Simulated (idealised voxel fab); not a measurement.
This is a process module. Its name is voxel transistor to metal.
Cross-section cut: width 265 nm, square cells of 5 nm.
Heads up, the way a cross-section reads in here is a grid of square cells, handed over as bands from the top down, with every band being one or more rows of cells. Heads up on the band format: heights come first, top then bottom, in nm. After that it's the materials left to right, each with its width in nm. A single material flagged "full width" fills the whole band edge to edge, and "blank" means there's empty space there. Ref level 0: as-received wafer is one material below here. Bottom band extends down with no lower bound ("top 0, no bottom"). The width entry "30 to 40" should be interpreted row by row: the top row of cells in the band takes the first number, the bottom row takes the second number, and the change between adjacent rows is uniform throughout. A step reported as "no alteration" is a step in which no cell of the cross-section changed. Empty spaces without an open route to the top, at least 8 cells in extent, make up the entry "Closed void table"; each is given as width x height at distance, where the distance is measured from the left edge, and all are in nm. Whatever follows a step's settings on its line is a remark the simulator itself makes about that step. overlay nm: how far to the right of its planned place the mask lay on this masked step (negative: to the left). So the way this works: pairs, before and after one process step. The after picture only goes down to the lowest band that actually changed, nothing below. Step and its settings are under each pair. And watch out, pairs might come from different runs of this module, same starting wafer though, so a pair only follows on from the one above if its "Pre-process cross-section" entry tells you so.

Pre-process cross-section
> top 40, bottom 25  50 of blank / 10 of SiN / 25 of SiCN / 10 of SiN / 75 of blank / 10 of SiN / 25 of SiCN / 10 of SiN / 50 of blank
> top 25, bottom -5  50 of blank / 10 of SiN / 25 of polySi / 10 of SiN / 75 of blank / 10 of SiN / 25 of polySi / 10 of SiN / 50 of blank
> top -5, bottom -10  50 of blank / 45 of SiO2 / 75 of blank / 45 of SiO2 / 50 of blank
> top -10, bottom -30  30 of SiO2 / 85 of Si / 35 of SiO2 / 85 of Si / 30 of SiO2
> top -30, no bottom  Si full width
> Closed void table: none

Resultant Cross-Section
> top 40, bottom 25  50 of blank / 10 of SiN / 25 of SiCN / 10 of SiN / 75 of blank / 10 of SiN / 25 of SiCN / 10 of SiN / 50 of blank
> top 25, bottom -5  50 of blank / 10 of SiN / 25 of polySi / 10 of SiN / 75 of blank / 10 of SiN / 25 of polySi / 10 of SiN / 50 of blank
> top -5, bottom -10  50 of blank / 45 of SiO2 / 75 of blank / 45 of SiO2 / 50 of blank
> top -10, bottom -20  30 of SiO2 / 20 of blank / 45 of Si / 20 of blank / 35 of SiO2 / 20 of blank / 45 of Si / 20 of blank / 30 of SiO2
> Lower than -20, everything is as it was.
> Closed void table: none
So what happens between those two cross-sections up there? DIRECTIONAL_ETCH with etch materials Si, depth nm 10

Pre-process cross-section: refer to the pair immediately above; the cross-section shown after its step is the state before this one.

Resultant Cross-Section
> top 40, bottom 25  50 of blank / 10 of SiN / 25 of SiCN / 10 of SiN / 75 of blank / 10 of SiN / 25 of SiCN / 10 of SiN / 50 of blank
> top 25, bottom 5  50 of blank / 10 of SiN / 25 of polySi / 10 of SiN / 75 of blank / 10 of SiN / 25 of polySi / 10 of SiN / 50 of blank
> top 5, bottom -5  35 of blank / 15 of pSi / 10 of SiN / 25 of polySi / 10 of SiN / 15 of pSi / 45 of blank / 15 of pSi / 10 of SiN / 25 of polySi / 10 of SiN / 15 of pSi / 35 of blank
> top -5, bottom -10  25 of blank / 25 of pSi / 45 of SiO2 / 25 of pSi / 25 of blank / 25 of pSi / 45 of SiO2 / 25 of pSi / 25 of blank
> top -10, bottom -20  30 of SiO2 / 20 of pSi / 45 of Si / 20 of pSi / 35 of SiO2 / 20 of pSi / 45 of Si / 20 of pSi / 30 of SiO2
> Lower than -20, everything is as it was.
> Closed void table: none
So what happens between those two cross-sections up there? EPI with material pSi, thk nm 15

Pre-process cross-section: refer to the pair immediately above; the cross-section shown after its step is the state before this one.

Resultant Cross-Section
> top 50, bottom 40  SiO2 full width
> top 40, bottom 25  50 of SiO2 / 10 of SiN / 25 of SiCN / 10 of SiN / 75 of SiO2 / 10 of SiN / 25 of SiCN / 10 of SiN / 50 of SiO2
> top 25, bottom 5  50 of SiO2 / 10 of SiN / 25 of polySi / 10 of SiN / 75 of SiO2 / 10 of SiN / 25 of polySi / 10 of SiN / 50 of SiO2
> top 5, bottom -5  35 of SiO2 / 15 of pSi / 10 of SiN / 25 of polySi / 10 of SiN / 15 of pSi / 45 of SiO2 / 15 of pSi / 10 of SiN / 25 of polySi / 10 of SiN / 15 of pSi / 35 of SiO2
> top -5, bottom -10  25 of SiO2 / 25 of pSi / 45 of SiO2 / 25 of pSi / 25 of SiO2 / 25 of pSi / 45 of SiO2 / 25 of pSi / 25 of SiO2
> Lower than -10, everything is as it was.
> Closed void table: none
So what happens between those two cross-sections up there? FILL_DEP with material SiO2, thk nm 10

Pre-process cross-section: refer to the pair immediately above; the cross-section shown after its step is the state before this one.

Resultant Cross-Section
> top 40, bottom 25  50 of SiO2 / 10 of SiN / 25 of SiCN / 10 of SiN / 75 of SiO2 / 10 of SiN / 25 of SiCN / 10 of SiN / 50 of SiO2
> Lower than 25, everything is as it was.
> Closed void table: none
So what happens between those two cross-sections up there? CMP with height nm 40

Pre-process cross-section: refer to the pair immediately above; the cross-section shown after its step is the state before this one.

Resultant Cross-Section
> top 55, bottom 40  SiO2 full width
> Lower than 40, everything is as it was.
> Closed void table: none
So what happens between those two cross-sections up there? DIRECTIONAL_DEP with material SiO2, thk nm 15

Pre-process cross-section: refer to the pair immediately above; the cross-section shown after its step is the state before this one.

Resultant Cross-Section
> top 70, bottom 55  30 of resist / 25 of blank / 35 of resist / 25 of blank / 35 of resist / 25 of blank / 35 of resist / 25 of blank / 30 of resist
> Lower than 55, everything is as it was.
> Closed void table: none
So what happens between those two cross-sections up there? PATTERN with tone open, mask id CONTACT, material resist, width nm 25, pitch nm 60, thk nm 15, overlay nm 0

Pre-process cross-section: refer to the pair immediately above; the cross-section shown after its step is the state before this one.

Resultant Cross-Section
> top 70, bottom 55  30 of resist / 25 of blank / 35 of resist / 25 of blank / 35 of resist / 25 of blank / 35 of resist / 25 of blank / 30 of resist
> top 55, bottom 40  30 of SiO2 / 25 of blank / 35 of SiO2 / 25 of blank / 35 of SiO2 / 25 of blank / 35 of SiO2 / 25 of blank / 30 of SiO2
> top 40, bottom 25  30 of SiO2 / 20 of blank / 10 of SiN / 25 of SiCN / 10 of SiN / 20 of blank / 35 of SiO2 / 20 of blank / 10 of SiN / 25 of SiCN / 10 of SiN / 20 of blank / 30 of SiO2
> top 25, bottom 5  30 of SiO2 / 20 of blank / 10 of SiN / 25 of polySi / 10 of SiN / 20 of blank / 35 of SiO2 / 20 of blank / 10 of SiN / 25 of polySi / 10 of SiN / 20 of blank / 30 of SiO2
> top 5, bottom -5  30 of SiO2 / 5 of blank / 15 of pSi / 10 of SiN / 25 of polySi / 10 of SiN / 15 of pSi / 5 of blank / 35 of SiO2 / 5 of blank / 15 of pSi / 10 of SiN / 25 of polySi / 10 of SiN / 15 of pSi / 5 of blank / 30 of SiO2
> Lower than -5, everything is as it was.
> Closed void table: none
So what happens between those two cross-sections up there? DIRECTIONAL_ETCH with etch materials SiO2, depth nm 60

Pre-process cross-section: refer to the pair immediately above; the cross-section shown after its step is the state before this one.

Resultant Cross-Section
> top 55, bottom 40  30 of SiO2 / 25 of blank / 35 of SiO2 / 25 of blank / 35 of SiO2 / 25 of blank / 35 of SiO2 / 25 of blank / 30 of SiO2
> Lower than 40, everything is as it was.
> Closed void table: none
So what happens between those two cross-sections up there? STRIP with etch materials resist

Pre-process cross-section: refer to the pair immediately above; the cross-section shown after its step is the state before this one.

Resultant Cross-Section
> top 60, bottom 55  35 of TiN / 15 of blank / 45 of TiN / 15 of blank / 45 of TiN / 15 of blank / 45 of TiN / 15 of blank / 35 of TiN
> top 55, bottom 45  30 of SiO2 / 5 of TiN / 15 of blank / 5 of TiN / 35 of SiO2 / 5 of TiN / 15 of blank / 5 of TiN / 35 of SiO2 / 5 of TiN / 15 of blank / 5 of TiN / 35 of SiO2 / 5 of TiN / 15 of blank / 5 of TiN / 30 of SiO2
> top 45, bottom 40  30 of SiO2 / 5 of TiN / 10 of blank / 10 of TiN / 35 of SiO2 / 10 of TiN / 10 of blank / 5 of TiN / 35 of SiO2 / 5 of TiN / 10 of blank / 10 of TiN / 35 of SiO2 / 10 of TiN / 10 of blank / 5 of TiN / 30 of SiO2
> top 40, bottom 25  30 of SiO2 / 5 of TiN / 10 of blank / 5 of TiN / 10 of SiN / 25 of SiCN / 10 of SiN / 5 of TiN / 10 of blank / 5 of TiN / 35 of SiO2 / 5 of TiN / 10 of blank / 5 of TiN / 10 of SiN / 25 of SiCN / 10 of SiN / 5 of TiN / 10 of blank / 5 of TiN / 30 of SiO2
> top 25, bottom 10  30 of SiO2 / 5 of TiN / 10 of blank / 5 of TiN / 10 of SiN / 25 of polySi / 10 of SiN / 5 of TiN / 10 of blank / 5 of TiN / 35 of SiO2 / 5 of TiN / 10 of blank / 5 of TiN / 10 of SiN / 25 of polySi / 10 of SiN / 5 of TiN / 10 of blank / 5 of TiN / 30 of SiO2
> top 10, bottom 5  30 of SiO2 / 20 of TiN / 10 of SiN / 25 of polySi / 10 of SiN / 20 of TiN / 35 of SiO2 / 20 of TiN / 10 of SiN / 25 of polySi / 10 of SiN / 20 of TiN / 30 of SiO2
> top 5, bottom -5  30 of SiO2 / 5 of TiN / 15 of pSi / 10 of SiN / 25 of polySi / 10 of SiN / 15 of pSi / 5 of TiN / 35 of SiO2 / 5 of TiN / 15 of pSi / 10 of SiN / 25 of polySi / 10 of SiN / 15 of pSi / 5 of TiN / 30 of SiO2
> Lower than -5, everything is as it was.
> Closed void table: none
So what happens between those two cross-sections up there? CONFORMAL_DEP with material TiN, thk nm 5

Pre-process cross-section: refer to the pair immediately above; the cross-section shown after its step is the state before this one.

Resultant Cross-Section
> top 65, bottom 60  W full width
> top 60, bottom 55  35 of TiN / 15 of W / 45 of TiN / 15 of W / 45 of TiN / 15 of W / 45 of TiN / 15 of W / 35 of TiN
> top 55, bottom 45  30 of SiO2 / 5 of TiN / 15 of W / 5 of TiN / 35 of SiO2 / 5 of TiN / 15 of W / 5 of TiN / 35 of SiO2 / 5 of TiN / 15 of W / 5 of TiN / 35 of SiO2 / 5 of TiN / 15 of W / 5 of TiN / 30 of SiO2
> top 45, bottom 40  30 of SiO2 / 5 of TiN / 10 of W / 10 of TiN / 35 of SiO2 / 10 of TiN / 10 of W / 5 of TiN / 35 of SiO2 / 5 of TiN / 10 of W / 10 of TiN / 35 of SiO2 / 10 of TiN / 10 of W / 5 of TiN / 30 of SiO2
> top 40, bottom 25  30 of SiO2 / 5 of TiN / 10 of W / 5 of TiN / 10 of SiN / 25 of SiCN / 10 of SiN / 5 of TiN / 10 of W / 5 of TiN / 35 of SiO2 / 5 of TiN / 10 of W / 5 of TiN / 10 of SiN / 25 of SiCN / 10 of SiN / 5 of TiN / 10 of W / 5 of TiN / 30 of SiO2
> top 25, bottom 10  30 of SiO2 / 5 of TiN / 10 of W / 5 of TiN / 10 of SiN / 25 of polySi / 10 of SiN / 5 of TiN / 10 of W / 5 of TiN / 35 of SiO2 / 5 of TiN / 10 of W / 5 of TiN / 10 of SiN / 25 of polySi / 10 of SiN / 5 of TiN / 10 of W / 5 of TiN / 30 of SiO2
> Lower than 10, everything is as it was.
> Closed void table: none
So what happens between those two cross-sections up there? FILL_DEP with material W, thk nm 5

Pre-process cross-section: refer to the pair immediately above; the cross-section shown after its step is the state before this one.

Resultant Cross-Section
> top 55, bottom 45  30 of SiO2 / 5 of TiN / 15 of W / 5 of TiN / 35 of SiO2 / 5 of TiN / 15 of W / 5 of TiN / 35 of SiO2 / 5 of TiN / 15 of W / 5 of TiN / 35 of SiO2 / 5 of TiN / 15 of W / 5 of TiN / 30 of SiO2
> Lower than 45, everything is as it was.
> Closed void table: none
So what happens between those two cross-sections up there? CMP with height nm 55

Pre-process cross-section: refer to the pair immediately above; the cross-section shown after its step is the state before this one.

Resultant Cross-Section
> top 60, bottom 55  SiN full width
> Lower than 55, everything is as it was.
> Closed void table: none
So what happens between those two cross-sections up there? CONFORMAL_DEP with material SiN, thk nm 5

Pre-process cross-section: refer to the pair immediately above; the cross-section shown after its step is the state before this one.

Resultant Cross-Section
> top 80, bottom 60  lowk full width
> Lower than 60, everything is as it was.
> Closed void table: none
So what happens between those two cross-sections up there? DIRECTIONAL_DEP with material lowk, thk nm 20

Pre-process cross-section: refer to the pair immediately above; the cross-section shown after its step is the state before this one.

Resultant Cross-Section
> top 100, bottom 80  30 of resist / 15 of blank / 55 of resist / 15 of blank / 35 of resist / 15 of blank / 55 of resist / 15 of blank / 30 of resist
> Lower than 80, everything is as it was.
> Closed void table: none
So what happens between those two cross-sections up there? PATTERN with tone open, mask id METAL_1, material resist, width nm 15, thk nm 20, overlay nm 0

Pre-process cross-section: refer to the pair immediately above; the cross-section shown after its step is the state before this one.

Resultant Cross-Section
> top 100, bottom 80  30 of resist / 15 of blank / 55 of resist / 15 of blank / 35 of resist / 15 of blank / 55 of resist / 15 of blank / 30 of resist
> top 80, bottom 60  30 of lowk / 15 of blank / 55 of lowk / 15 of blank / 35 of lowk / 15 of blank / 55 of lowk / 15 of blank / 30 of lowk
> Lower than 60, everything is as it was.
> Closed void table: none
So what happens between those two cross-sections up there? DIRECTIONAL_ETCH with etch materials lowk, depth nm 20

Pre-process cross-section: refer to the pair immediately above; the cross-section shown after its step is the state before this one.

Resultant Cross-Section
> top 100, bottom 80  30 of resist / 15 of blank / 55 of resist / 15 of blank / 35 of resist / 15 of blank / 55 of resist / 15 of blank / 30 of resist
> top 80, bottom 60  30 of lowk / 15 of blank / 55 of lowk / 15 of blank / 35 of lowk / 15 of blank / 55 of lowk / 15 of blank / 30 of lowk
> top 60, bottom 55  30 of SiN / 15 of blank / 55 of SiN / 15 of blank / 35 of SiN / 15 of blank / 55 of SiN / 15 of blank / 30 of SiN
> Lower than 55, everything is as it was.
> Closed void table: none
So what happens between those two cross-sections up there? DIRECTIONAL_ETCH with etch materials SiN, depth nm 5

Pre-process cross-section: refer to the pair immediately above; the cross-section shown after its step is the state before this one.

Resultant Cross-Section
> top 80, bottom 60  30 of lowk / 15 of blank / 55 of lowk / 15 of blank / 35 of lowk / 15 of blank / 55 of lowk / 15 of blank / 30 of lowk
> Lower than 60, everything is as it was.
> Closed void table: none
So what happens between those two cross-sections up there? STRIP with etch materials resist

Pre-process cross-section: refer to the pair immediately above; the cross-section shown after its step is the state before this one.

Resultant Cross-Section
> top 85, bottom 80  35 of TiN / 5 of blank / 65 of TiN / 5 of blank / 45 of TiN / 5 of blank / 65 of TiN / 5 of blank / 35 of TiN
> top 80, bottom 60  30 of lowk / 5 of TiN / 5 of blank / 5 of TiN / 55 of lowk / 5 of TiN / 5 of blank / 5 of TiN / 35 of lowk / 5 of TiN / 5 of blank / 5 of TiN / 55 of lowk / 5 of TiN / 5 of blank / 5 of TiN / 30 of lowk
> top 60, bottom 55  30 of SiN / 15 of TiN / 55 of SiN / 15 of TiN / 35 of SiN / 15 of TiN / 55 of SiN / 15 of TiN / 30 of SiN
> Lower than 55, everything is as it was.
> Closed void table: none
So what happens between those two cross-sections up there? CONFORMAL_DEP with material TiN, thk nm 5

Pre-process cross-section: refer to the pair immediately above; the cross-section shown after its step is the state before this one.

Resultant Cross-Section
> top 95, bottom 85  W full width
> top 85, bottom 80  35 of TiN / 5 of W / 65 of TiN / 5 of W / 45 of TiN / 5 of W / 65 of TiN / 5 of W / 35 of TiN
> top 80, bottom 60  30 of lowk / 5 of TiN / 5 of W / 5 of TiN / 55 of lowk / 5 of TiN / 5 of W / 5 of TiN / 35 of lowk / 5 of TiN / 5 of W / 5 of TiN / 55 of lowk / 5 of TiN / 5 of W / 5 of TiN / 30 of lowk
> Lower than 60, everything is as it was.
> Closed void table: none
So what happens between those two cross-sections up there? FILL_DEP with material W, thk nm 10

Pre-process cross-section: refer to the pair immediately above; the cross-section shown after its step is the state before this one.

Resultant Cross-Section
> top 80, bottom 60  30 of lowk / 5 of TiN / 5 of W / 5 of TiN / 55 of lowk / 5 of TiN / 5 of W / 5 of TiN / 35 of lowk / 5 of TiN / 5 of W / 5 of TiN / 55 of lowk / 5 of TiN / 5 of W / 5 of TiN / 30 of lowk
> Lower than 60, everything is as it was.
> Closed void table: none
So what happens between those two cross-sections up there? CMP with height nm 80

Pre-process cross-section: refer to the pair immediately above; the cross-section shown after its step is the state before this one.

Resultant Cross-Section
> top 85, bottom 80  SiCN full width
> Lower than 80, everything is as it was.
> Closed void table: none
So what happens between those two cross-sections up there? CONFORMAL_DEP with material SiCN, thk nm 5

Pre-process cross-section: refer to the pair immediately above; the cross-section shown after its step is the state before this one.

Resultant Cross-Section
> top 115, bottom 85  SiO2 full width
> Lower than 85, everything is as it was.
> Closed void table: none
So what happens between those two cross-sections up there? DIRECTIONAL_DEP with material SiO2, thk nm 30

Pre-process cross-section: refer to the pair immediately above; the cross-section shown after its step is the state before this one.

Resultant Cross-Section
> top 115, bottom 95  30 of SiO2 / 15 of blank / 105 of SiO2 / 15 of blank / 100 of SiO2
> Lower than 95, everything is as it was.
> Closed void table: none
So what happens between those two cross-sections up there? MASKED_ETCH with tone open, mask id METAL_2, width nm 15, pitch nm 120, etch materials SiO2, depth nm 20, overlay nm 0

Pre-process cross-section: refer to the pair immediately above; the cross-section shown after its step is the state before this one.

Resultant Cross-Section
> top 125, bottom 115  30 of aC / 15 of blank / 105 of aC / 15 of blank / 100 of aC
> top 115, bottom 105  30 of SiO2 / 15 of blank / 105 of SiO2 / 15 of blank / 100 of SiO2
> top 105, bottom 95  30 of SiO2 / 15 of aC / 105 of SiO2 / 15 of aC / 100 of SiO2
> Lower than 95, everything is as it was.
> Closed void table: none
So what happens between those two cross-sections up there? DIRECTIONAL_DEP with material aC, thk nm 10

Pre-process cross-section: refer to the pair immediately above; the cross-section shown after its step is the state before this one.

Resultant Cross-Section
> top 155, bottom 125  30 of resist / 15 of blank / 105 of resist / 15 of blank / 100 of resist
> Lower than 125, everything is as it was.
> Closed void table: none
So what happens between those two cross-sections up there? PATTERN with tone open, mask id METAL_2_HOLES, material resist, width nm 15, pitch nm 120, thk nm 30, overlay nm 0

Pre-process cross-section: refer to the pair immediately above; the cross-section shown after its step is the state before this one.

Resultant Cross-Section
> top 145, bottom 125  30 of resist / 15 of blank / 105 of resist / 15 of blank / 100 of resist
> top 125, bottom 115  30 of aC / 15 of blank / 105 of aC / 15 of blank / 100 of aC
> top 115, bottom 95  30 of SiO2 / 15 of blank / 105 of SiO2 / 15 of blank / 100 of SiO2
> Lower than 95, everything is as it was.
> Closed void table: none
So what happens between those two cross-sections up there? DIRECTIONAL_ETCH with etch materials aC, depth nm 10

Pre-process cross-section: refer to the pair immediately above; the cross-section shown after its step is the state before this one.

Resultant Cross-Section
> top 125, bottom 115  30 of aC / 15 of blank / 105 of aC / 15 of blank / 100 of aC
> Lower than 115, everything is as it was.
> Closed void table: none
So what happens between those two cross-sections up there? STRIP with etch materials resist

Pre-process cross-section: refer to the pair immediately above; the cross-section shown after its step is the state before this one.

Resultant Cross-Section
> top 125, bottom 115  30 of aC / 15 of blank / 105 of aC / 15 of blank / 100 of aC
> top 115, bottom 85  30 of SiO2 / 15 of blank / 105 of SiO2 / 15 of blank / 100 of SiO2
> Lower than 85, everything is as it was.
> Closed void table: none
So what happens between those two cross-sections up there? DIRECTIONAL_ETCH with etch materials SiO2, depth nm 10

Pre-process cross-section: refer to the pair immediately above; the cross-section shown after its step is the state before this one.

Resultant Cross-Section
> top 125, bottom 115  30 of aC / 15 of blank / 105 of aC / 15 of blank / 100 of aC
> top 115, bottom 85  30 of SiO2 / 15 of blank / 105 of SiO2 / 15 of blank / 100 of SiO2
> top 85, bottom 80  30 of SiCN / 15 of blank / 105 of SiCN / 15 of blank / 100 of SiCN
> Lower than 80, everything is as it was.
> Closed void table: none
So what happens between those two cross-sections up there? DIRECTIONAL_ETCH with etch materials SiCN, depth nm 5

Pre-process cross-section: refer to the pair immediately above; the cross-section shown after its step is the state before this one.

Resultant Cross-Section
> top 115, bottom 85  30 of SiO2 / 15 of blank / 105 of SiO2 / 15 of blank / 100 of SiO2
> Lower than 85, everything is as it was.
> Closed void table: none
So what happens between those two cross-sections up there? STRIP with etch materials aC

Pre-process cross-section: refer to the pair immediately above; the cross-section shown after its step is the state before this one.

Resultant Cross-Section
> top 120, bottom 115  35 of TiN / 5 of blank / 115 of TiN / 5 of blank / 105 of TiN
> top 115, bottom 85  30 of SiO2 / 5 of TiN / 5 of blank / 5 of TiN / 105 of SiO2 / 5 of TiN / 5 of blank / 5 of TiN / 100 of SiO2
> top 85, bottom 80  30 of SiCN / 15 of TiN / 105 of SiCN / 15 of TiN / 100 of SiCN
> Lower than 80, everything is as it was.
> Closed void table: none
So what happens between those two cross-sections up there? CONFORMAL_DEP with material TiN, thk nm 5

Pre-process cross-section: refer to the pair immediately above; the cross-section shown after its step is the state before this one.

Resultant Cross-Section
> top 130, bottom 120  Cu full width
> top 120, bottom 115  35 of TiN / 5 of Cu / 115 of TiN / 5 of Cu / 105 of TiN
> top 115, bottom 85  30 of SiO2 / 5 of TiN / 5 of Cu / 5 of TiN / 105 of SiO2 / 5 of TiN / 5 of Cu / 5 of TiN / 100 of SiO2
> Lower than 85, everything is as it was.
> Closed void table: none
So what happens between those two cross-sections up there? FILL_DEP with material Cu, thk nm 10

Pre-process cross-section: refer to the pair immediately above; the cross-section shown after its step is the state before this one.

Resultant Cross-Section
> top 115, bottom 85  30 of SiO2 / 5 of TiN / 5 of Cu / 5 of TiN / 105 of SiO2 / 5 of TiN / 5 of Cu / 5 of TiN / 100 of SiO2
> Lower than 85, everything is as it was.
> Closed void table: none
So what happens between those two cross-sections up there? CMP with height nm 115

Pre-process cross-section: refer to the pair immediately above; the cross-section shown after its step is the state before this one.

Resultant Cross-Section
> top 120, bottom 115  SiN full width
> Lower than 115, everything is as it was.
> Closed void table: none
So what happens between those two cross-sections up there? CONFORMAL_DEP with material SiN, thk nm 5

Pre-process cross-section
> top 115, bottom 85  SiO2 full width
> top 85, bottom 80  SiCN full width
> top 80, bottom 60  30 of lowk / 5 of TiN / 5 of W / 5 of TiN / 55 of lowk / 5 of TiN / 5 of W / 5 of TiN / 35 of lowk / 5 of TiN / 5 of W / 5 of TiN / 55 of lowk / 5 of TiN / 5 of W / 5 of TiN / 30 of lowk
> top 60, bottom 55  30 of SiN / 15 of TiN / 55 of SiN / 15 of TiN / 35 of SiN / 15 of TiN / 55 of SiN / 15 of TiN / 30 of SiN
> top 55, bottom 45  30 of SiO2 / 5 of TiN / 15 of W / 5 of TiN / 35 of SiO2 / 5 of TiN / 15 of W / 5 of TiN / 35 of SiO2 / 5 of TiN / 15 of W / 5 of TiN / 35 of SiO2 / 5 of TiN / 15 of W / 5 of TiN / 30 of SiO2
> top 45, bottom 40  30 of SiO2 / 5 of TiN / 10 of W / 10 of TiN / 35 of SiO2 / 10 of TiN / 10 of W / 5 of TiN / 35 of SiO2 / 5 of TiN / 10 of W / 10 of TiN / 35 of SiO2 / 10 of TiN / 10 of W / 5 of TiN / 30 of SiO2
> top 40, bottom 25  30 of SiO2 / 5 of TiN / 10 of W / 5 of TiN / 10 of SiN / 25 of SiCN / 10 of SiN / 5 of TiN / 10 of W / 5 of TiN / 35 of SiO2 / 5 of TiN / 10 of W / 5 of TiN / 10 of SiN / 25 of SiCN / 10 of SiN / 5 of TiN / 10 of W / 5 of TiN / 30 of SiO2
> top 25, bottom 10  30 of SiO2 / 5 of TiN / 10 of W / 5 of TiN / 10 of SiN / 25 of polySi / 10 of SiN / 5 of TiN / 10 of W / 5 of TiN / 35 of SiO2 / 5 of TiN / 10 of W / 5 of TiN / 10 of SiN / 25 of polySi / 10 of SiN / 5 of TiN / 10 of W / 5 of TiN / 30 of SiO2
> top 10, bottom 5  30 of SiO2 / 20 of TiN / 10 of SiN / 25 of polySi / 10 of SiN / 20 of TiN / 35 of SiO2 / 20 of TiN / 10 of SiN / 25 of polySi / 10 of SiN / 20 of TiN / 30 of SiO2
> top 5, bottom -5  30 of SiO2 / 5 of TiN / 15 of pSi / 10 of SiN / 25 of polySi / 10 of SiN / 15 of pSi / 5 of TiN / 35 of SiO2 / 5 of TiN / 15 of pSi / 10 of SiN / 25 of polySi / 10 of SiN / 15 of pSi / 5 of TiN / 30 of SiO2
> top -5, bottom -10  20 of SiO2 / 30 of pSi / 45 of SiO2 / 30 of pSi / 15 of SiO2 / 30 of pSi / 45 of SiO2 / 30 of pSi / 20 of SiO2
> top -10, bottom -20  25 of SiO2 / 25 of pSi / 45 of Si / 25 of pSi / 25 of SiO2 / 25 of pSi / 45 of Si / 25 of pSi / 25 of SiO2
> top -20, bottom -30  25 of SiO2 / 95 of Si / 25 of SiO2 / 95 of Si / 25 of SiO2
> top -30, no bottom  Si full width
> Closed void table: none

Resultant Cross-Section
> top 115, bottom 95  40 of SiO2 / 15 of blank / 105 of SiO2 / 15 of blank / 90 of SiO2
> Lower than 95, everything is as it was.
> Closed void table: none
So what happens between those two cross-sections up there? MASKED_ETCH with tone open, mask id METAL_2, width nm 15, pitch nm 120, etch materials SiO2, depth nm 20, overlay nm 10

Pre-process cross-section: refer to the pair immediately above; the cross-section shown after its step is the state before this one.

Resultant Cross-Section
> top 125, bottom 115  40 of aC / 15 of blank / 105 of aC / 15 of blank / 90 of aC
> top 115, bottom 105  40 of SiO2 / 15 of blank / 105 of SiO2 / 15 of blank / 90 of SiO2
> top 105, bottom 95  40 of SiO2 / 15 of aC / 105 of SiO2 / 15 of aC / 90 of SiO2
> Lower than 95, everything is as it was.
> Closed void table: none
So what happens between those two cross-sections up there? DIRECTIONAL_DEP with material aC, thk nm 10

Pre-process cross-section: refer to the pair immediately above; the cross-section shown after its step is the state before this one.

Resultant Cross-Section
> top 155, bottom 125  30 of resist / 15 of blank / 105 of resist / 15 of blank / 100 of resist
> top 125, bottom 115  40 of aC / 5 of blank / 10 of resist / 105 of aC / 5 of blank / 10 of resist / 90 of aC
> top 115, bottom 105  40 of SiO2 / 5 of blank / 10 of resist / 105 of SiO2 / 5 of blank / 10 of resist / 90 of SiO2
> Lower than 105, everything is as it was.
> Closed void table: none
So what happens between those two cross-sections up there? PATTERN with tone open, mask id METAL_2_HOLES, material resist, width nm 15, pitch nm 120, thk nm 30, overlay nm 0

Pre-process cross-section: refer to the pair immediately above; the cross-section shown after its step is the state before this one.

Resultant Cross-Section
> top 145, bottom 125  30 of resist / 15 of blank / 105 of resist / 15 of blank / 100 of resist
> top 125, bottom 115  30 of aC / 15 of blank / 10 of resist / 95 of aC / 15 of blank / 10 of resist / 90 of aC
> top 115, bottom 105  40 of SiO2 / 5 of blank / 10 of resist / 105 of SiO2 / 5 of blank / 10 of resist / 90 of SiO2
> top 105, bottom 95  40 of SiO2 / 5 of blank / 10 of aC / 105 of SiO2 / 5 of blank / 10 of aC / 90 of SiO2
> Lower than 95, everything is as it was.
> Closed void table: none
So what happens between those two cross-sections up there? DIRECTIONAL_ETCH with etch materials aC, depth nm 10

Pre-process cross-section: refer to the pair immediately above; the cross-section shown after its step is the state before this one.

Resultant Cross-Section
> top 125, bottom 115  30 of aC / 25 of blank / 95 of aC / 25 of blank / 90 of aC
> top 115, bottom 105  40 of SiO2 / 15 of blank / 105 of SiO2 / 15 of blank / 90 of SiO2
> Lower than 105, everything is as it was.
> Closed void table: none
So what happens between those two cross-sections up there? STRIP with etch materials resist

Pre-process cross-section: refer to the pair immediately above; the cross-section shown after its step is the state before this one.

Resultant Cross-Section
> top 125, bottom 115  30 of aC / 25 of blank / 95 of aC / 25 of blank / 90 of aC
> top 115, bottom 105  30 of SiO2 / 25 of blank / 95 of SiO2 / 25 of blank / 90 of SiO2
> top 105, bottom 95  40 of SiO2 / 5 of blank / 10 of aC / 105 of SiO2 / 5 of blank / 10 of aC / 90 of SiO2
> top 95, bottom 85  40 of SiO2 / 5 of blank / 115 of SiO2 / 5 of blank / 100 of SiO2
> Lower than 85, everything is as it was.
> Closed void table: none
So what happens between those two cross-sections up there? DIRECTIONAL_ETCH with etch materials SiO2, depth nm 10

Pre-process cross-section: refer to the pair immediately above; the cross-section shown after its step is the state before this one.

Resultant Cross-Section
> top 125, bottom 115  30 of aC / 25 of blank / 95 of aC / 25 of blank / 90 of aC
> top 115, bottom 105  30 of SiO2 / 25 of blank / 95 of SiO2 / 25 of blank / 90 of SiO2
> top 105, bottom 95  40 of SiO2 / 5 of blank / 10 of aC / 105 of SiO2 / 5 of blank / 10 of aC / 90 of SiO2
> top 95, bottom 85  40 of SiO2 / 5 of blank / 115 of SiO2 / 5 of blank / 100 of SiO2
> top 85, bottom 80  40 of SiCN / 5 of blank / 115 of SiCN / 5 of blank / 100 of SiCN
> Lower than 80, everything is as it was.
> Closed void table: none
So what happens between those two cross-sections up there? DIRECTIONAL_ETCH with etch materials SiCN, depth nm 5

Pre-process cross-section: refer to the pair immediately above; the cross-section shown after its step is the state before this one.

Resultant Cross-Section
> top 115, bottom 105  30 of SiO2 / 25 of blank / 95 of SiO2 / 25 of blank / 90 of SiO2
> top 105, bottom 95  40 of SiO2 / 15 of blank / 105 of SiO2 / 15 of blank / 90 of SiO2
> Lower than 95, everything is as it was.
> Closed void table: none
So what happens between those two cross-sections up there? STRIP with etch materials aC

Pre-process cross-section: refer to the pair immediately above; the cross-section shown after its step is the state before this one.

Resultant Cross-Section
> top 120, bottom 115  35 of TiN / 15 of blank / 105 of TiN / 15 of blank / 95 of TiN
> top 115, bottom 105  30 of SiO2 / 5 to 15 of TiN / 15 to 5 of blank / 5 of TiN / 95 of SiO2 / 5 to 15 of TiN / 15 to 5 of blank / 5 of TiN / 90 of SiO2
> top 105, bottom 100  40 of SiO2 / 5 of TiN / 5 of blank / 5 of TiN / 105 of SiO2 / 5 of TiN / 5 of blank / 5 of TiN / 90 of SiO2
> top 100, bottom 95  40 of SiO2 / 15 of TiN / 105 of SiO2 / 15 of TiN / 90 of SiO2
> top 95, bottom 85  40 of SiO2 / 5 of TiN / 115 of SiO2 / 5 of TiN / 100 of SiO2
> top 85, bottom 80  40 of SiCN / 5 of TiN / 115 of SiCN / 5 of TiN / 100 of SiCN
> Lower than 80, everything is as it was.
> Closed void table: none
So what happens between those two cross-sections up there? CONFORMAL_DEP with material TiN, thk nm 5
